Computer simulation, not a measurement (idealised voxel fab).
process module | voxel capacitor over wiring
cross-section cut | 240 nm wide | cells 5 nm
A cross-section is a grid of square cells, given in bands from the top down. A band is one or more rows of cells.
Each band's line starts with the height of the band's top and of its bottom, in nm. Then come its materials from left to right, each with its width in nm. One material with "throughout" fills the band from edge to edge. "air" is empty space.
Height 0 is the level under which the wafer as received is all one material. The lowest band goes on downwards, as in "0 down".
A width such as "30 to 40" changes by the same amount from each row of cells to the next, from the band's top row to its bottom row.
"no change" after a step means that no cell of the cross-section changed.
closed voids: empty space of 8 cells or more with no open way to the top, each as width x height at its distance from the left edge, in nm
after a step's settings: what the simulator itself notes on the step
overlay nm, on a step with a mask: how far to the right of its planned place the mask lay; to the left if negative
plan
1 op RECEIVE | material Si
2 op CONFORMAL_DEP | material SiO2 | thk nm 10
3 op CONFORMAL_DEP | material SiN | thk nm 5
4 op DIRECTIONAL_DEP | material lowk | thk nm 25
5 op MASKED_ETCH | tone open | mask id METAL_1 | width nm 20 | pitch nm 80 | etch materials lowk | depth nm 25 | overlay nm 0
6 op MASKED_ETCH | tone open | mask id METAL_1 | width nm 20 | pitch nm 80 | etch materials SiN | depth nm 5 | overlay nm 0
7 op CONFORMAL_DEP | material TiN | thk nm 5
8 op FILL_DEP | material Cu | thk nm 5
9 op CMP | height nm 40
10 op EPI | material Ru | thk nm 5
11 op FILL_DEP | material SiCN | thk nm 5
12 op DIRECTIONAL_DEP | material SiO2 | thk nm 10
13 op PATTERN | tone open | mask id PLUG_1 | material resist | width nm 15 | thk nm 15 | overlay nm 0
14 op DIRECTIONAL_ETCH | etch materials SiO2 | depth nm 10
15 op DIRECTIONAL_ETCH | etch materials SiCN | depth nm 5
16 op STRIP | etch materials resist
17 op CONFORMAL_DEP | material TiN | thk nm 5
18 op FILL_DEP | material Ru | thk nm 5
19 op CMP | height nm 60
20 op DIRECTIONAL_DEP | material TiN | thk nm 5
21 op DIRECTIONAL_DEP | material HfO2 | thk nm 5
22 op DIRECTIONAL_DEP | material TiN | thk nm 10
23 op MASKED_ETCH | tone cover | mask id UPPER_PLATE | width nm 65 | etch materials TiN | depth nm 10 | overlay nm 0
24 op MASKED_ETCH | tone cover | mask id UPPER_PLATE | width nm 65 | etch materials HfO2 | depth nm 5 | overlay nm 0
25 op MASKED_ETCH | tone cover | mask id LOWER_PLATE | width nm 75 | etch materials TiN | depth nm 5 | overlay nm 0
26 op FILL_DEP | material SiO2 | thk nm 20
27 op CMP | height nm 95
28 op PATTERN | tone open | mask id PLUG_2 | material resist | width nm 15 | thk nm 20 | overlay nm 0
29 op DIRECTIONAL_ETCH | etch materials SiO2 | depth nm 15
30 op STRIP | etch materials resist
31 op CONFORMAL_DEP | material TiN | thk nm 5
32 op FILL_DEP | material Cu | thk nm 5
33 op CMP | height nm 95
34 op CONFORMAL_DEP | material SiCN | thk nm 5
as received, after step 1
  0 down: Si throughout
  closed voids: none
a wafer at the end: this start, this plan, one mistake
  95 to 90: SiCN throughout
  90 to 85: SiO2 85 | TiN 5 | Cu 5 | TiN 5 | SiO2 140
  85 to 80: SiO2 85 | TiN 15 | SiO2 140
  80 to 70: SiO2 75 | TiN 65 | SiO2 100
  70 to 65: SiO2 75 | HfO2 65 | SiO2 100
  65 to 60: SiO2 70 | TiN 75 | SiO2 95
  60 to 50: SiO2 75 | TiN 5 | Ru 5 | TiN 5 | SiO2 150
  50 to 45: SiCN 75 | TiN 15 | SiCN 150
  45 to 40: SiCN 65 | Ru 30 | SiCN 50 | Ru 30 | SiCN 65
  40 to 15: lowk 70 | TiN 5 | Cu 10 | TiN 5 | lowk 60 | TiN 5 | Cu 10 | TiN 5 | lowk 70
  15 to 10: SiN 70 | TiN 20 | SiN 60 | TiN 20 | SiN 70
  10 to 0: SiO2 throughout
  0 down: Si throughout
  closed voids: none
what went wrong: step 33 ran as: op CMP | height nm 90
